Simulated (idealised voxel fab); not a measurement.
Process module, titled voxel spacer lines
Cross-section cut: width 220 nm, square cells of 5 nm.
In this document a cross-section is written as a grid of square cells. It is given as a series of bands, listed from the top down, and a band is one or more rows of cells.
A band entry consists of two parts. The first gives the height of the band's top and the height of its bottom, in nm. The rest lists the band's materials from left to right, each with its width in nm. A single material labelled with the word "edge to edge" fills the band from edge to edge, and the word "air" marks empty space.
For the purposes of this specification, 0 denotes the height below which the wafer in its as-received condition is composed wholly of one material, and the lowermost band, lacking a lower limit, extends downward without end, as expressed in "0 -> down".
Note: "30 to 40" means the width goes from the first number (top row of the band) to the second number (bottom row) in equal steps per row of cells.
Key: "stayed the same" - step with no changed cell in the cross-section.
Each empty space that has no open way to the top and spans at least 8 cells appears under "Unvented voids" as width x height at distance, the distance counted from the left edge, all in nm.
Formally, on a step line, whatever follows the settings is a remark that the simulator itself makes on the step.
You can add "overlay nm" to a step's line. For a step with a mask, it describes how far the mask lay to the right of its planned position, and a negative number describes a lay to the left.

Below is the list of planned process steps:
| 1 | RECEIVE with material Si |
| 2 | CONFORMAL_DEP with material Al2O3, thk nm 5 |
| 3 | DIRECTIONAL_DEP with material polySi, thk nm 10 |
| 4 | DIRECTIONAL_DEP with material aC, thk nm 25 |
| 5 | PATTERN with tone cover, mask id MANDREL, material resist, width nm 25, pitch nm 80, thk nm 35, overlay nm 0 |
| 6 | DIRECTIONAL_ETCH with etch materials aC, depth nm 25 |
| 7 | STRIP with etch materials resist |
| 8 | CONFORMAL_DEP with material SiN, thk nm 15 |
| 9 | DIRECTIONAL_ETCH with etch materials SiN, depth nm 15 |
| 10 | STRIP with etch materials aC |
| 11 | DIRECTIONAL_ETCH with etch materials polySi, depth nm 10 |
| 12 | STRIP with etch materials SiN |

The first of two wafers, run as planned:

Shown in cross-section is the wafer as received, that is, as it stands after step 1:
* 0 -> down | Si edge to edge
* Unvented voids: none

Cross-section through the wafer, step 2 finished:
* 5 -> 0 | Al2O3 edge to edge
* At heights below 0, the structure remains unaltered.

Cross-section through the wafer, step 3 finished:
* 15 -> 5 | polySi edge to edge
* At heights below 5, the structure remains unaltered.

Cross-section through the wafer, step 4 finished:
* 40 -> 15 | aC edge to edge
* At heights below 15, the structure remains unaltered.

Cross-section through the wafer, step 5 finished:
* 75 -> 40 | 15 air, 25 resist, 55 air, 25 resist, 55 air, 25 resist, 20 air
* At heights below 40, the structure remains unaltered.

Cross-section through the wafer, step 6 finished:
* 50 -> 40 | 15 air, 25 resist, 55 air, 25 resist, 55 air, 25 resist, 20 air
* 40 -> 15 | 15 air, 25 aC, 55 air, 25 aC, 55 air, 25 aC, 20 air
* At heights below 15, the structure remains unaltered.

Cross-section through the wafer, step 7 finished:
* 40 -> 15 | 15 air, 25 aC, 55 air, 25 aC, 55 air, 25 aC, 20 air
* At heights below 15, the structure remains unaltered.

Cross-section through the wafer, step 8 finished:
* 55 -> 40 | 55 SiN, 25 air, 55 SiN, 25 air, 55 SiN, 5 air
* 40 -> 30 | 15 SiN, 25 aC, 15 SiN, 25 air, 15 SiN, 25 aC, 15 SiN, 25 air, 15 SiN, 25 aC, 15 SiN, 5 air
* 30 -> 15 | 15 SiN, 25 aC, 55 SiN, 25 aC, 55 SiN, 25 aC, 20 SiN
* At heights below 15, the structure remains unaltered.

Cross-section through the wafer, step 9 finished:
* 40 -> 15 | 15 SiN, 25 aC, 15 SiN, 25 air, 15 SiN, 25 aC, 15 SiN, 25 air, 15 SiN, 25 aC, 15 SiN, 5 air
* At heights below 15, the structure remains unaltered.

Cross-section through the wafer, step 10 finished:
* 40 -> 15 | 15 SiN, 25 air, 15 SiN, 25 air, 15 SiN, 25 air, 15 SiN, 25 air, 15 SiN, 25 air, 15 SiN, 5 air
* At heights below 15, the structure remains unaltered.

Cross-section through the wafer, step 11 finished:
* 40 -> 15 | 15 SiN, 25 air, 15 SiN, 25 air, 15 SiN, 25 air, 15 SiN, 25 air, 15 SiN, 25 air, 15 SiN, 5 air
* 15 -> 5 | 15 polySi, 25 air, 15 polySi, 25 air, 15 polySi, 25 air, 15 polySi, 25 air, 15 polySi, 25 air, 15 polySi, 5 air
* At heights below 5, the structure remains unaltered.

Cross-section through the wafer, step 12 finished:
* 15 -> 5 | 15 polySi, 25 air, 15 polySi, 25 air, 15 polySi, 25 air, 15 polySi, 25 air, 15 polySi, 25 air, 15 polySi, 5 air
* At heights below 5, the structure remains unaltered.

Wafer two. Identical start, identical plan. One mistake in execution. Identical history through step 1:

Cross-section of the second wafer at the time by which step 2 should have been completed according to the plan: stayed the same

Cross-section of the second wafer at the time by which step 3 should have been completed according to the plan:
* 10 -> 0 | polySi edge to edge
* At heights below 0, the structure remains unaltered.

Cross-section of the second wafer at the time by which step 4 should have been completed according to the plan:
* 35 -> 10 | aC edge to edge
* At heights below 10, the structure remains unaltered.

Cross-section of the second wafer at the time by which step 5 should have been completed according to the plan:
* 70 -> 35 | 15 air, 25 resist, 55 air, 25 resist, 55 air, 25 resist, 20 air
* At heights below 35, the structure remains unaltered.

Cross-section of the second wafer at the time by which step 6 should have been completed according to the plan:
* 45 -> 35 | 15 air, 25 resist, 55 air, 25 resist, 55 air, 25 resist, 20 air
* 35 -> 10 | 15 air, 25 aC, 55 air, 25 aC, 55 air, 25 aC, 20 air
* At heights below 10, the structure remains unaltered.

Cross-section of the second wafer at the time by which step 7 should have been completed according to the plan:
* 35 -> 10 | 15 air, 25 aC, 55 air, 25 aC, 55 air, 25 aC, 20 air
* At heights below 10, the structure remains unaltered.

Cross-section of the second wafer at the time by which step 8 should have been completed according to the plan:
* 50 -> 35 | 55 SiN, 25 air, 55 SiN, 25 air, 55 SiN, 5 air
* 35 -> 25 | 15 SiN, 25 aC, 15 SiN, 25 air, 15 SiN, 25 aC, 15 SiN, 25 air, 15 SiN, 25 aC, 15 SiN, 5 air
* 25 -> 10 | 15 SiN, 25 aC, 55 SiN, 25 aC, 55 SiN, 25 aC, 20 SiN
* At heights below 10, the structure remains unaltered.

Cross-section of the second wafer at the time by which step 9 should have been completed according to the plan:
* 35 -> 10 | 15 SiN, 25 aC, 15 SiN, 25 air, 15 SiN, 25 aC, 15 SiN, 25 air, 15 SiN, 25 aC, 15 SiN, 5 air
* At heights below 10, the structure remains unaltered.

Cross-section of the second wafer at the time by which step 10 should have been completed according to the plan:
* 35 -> 10 | 15 SiN, 25 air, 15 SiN, 25 air, 15 SiN, 25 air, 15 SiN, 25 air, 15 SiN, 25 air, 15 SiN, 5 air
* At heights below 10, the structure remains unaltered.

Cross-section of the second wafer at the time by which step 11 should have been completed according to the plan:
* 35 -> 10 | 15 SiN, 25 air, 15 SiN, 25 air, 15 SiN, 25 air, 15 SiN, 25 air, 15 SiN, 25 air, 15 SiN, 5 air
* 10 -> 0 | 15 polySi, 25 air, 15 polySi, 25 air, 15 polySi, 25 air, 15 polySi, 25 air, 15 polySi, 25 air, 15 polySi, 5 air
* At heights below 0, the structure remains unaltered.

Cross-section of the second wafer at the time by which step 12 should have been completed according to the plan:
* 10 -> 0 | 15 polySi, 25 air, 15 polySi, 25 air, 15 polySi, 25 air, 15 polySi, 25 air, 15 polySi, 25 air, 15 polySi, 5 air
* At heights below 0, the structure remains unaltered.
Run error: the plan's step 2 was left out and never carried out
Final difference in cells, second wafer against first, listed per material as more or fewer: Al2O3: 44 fewer
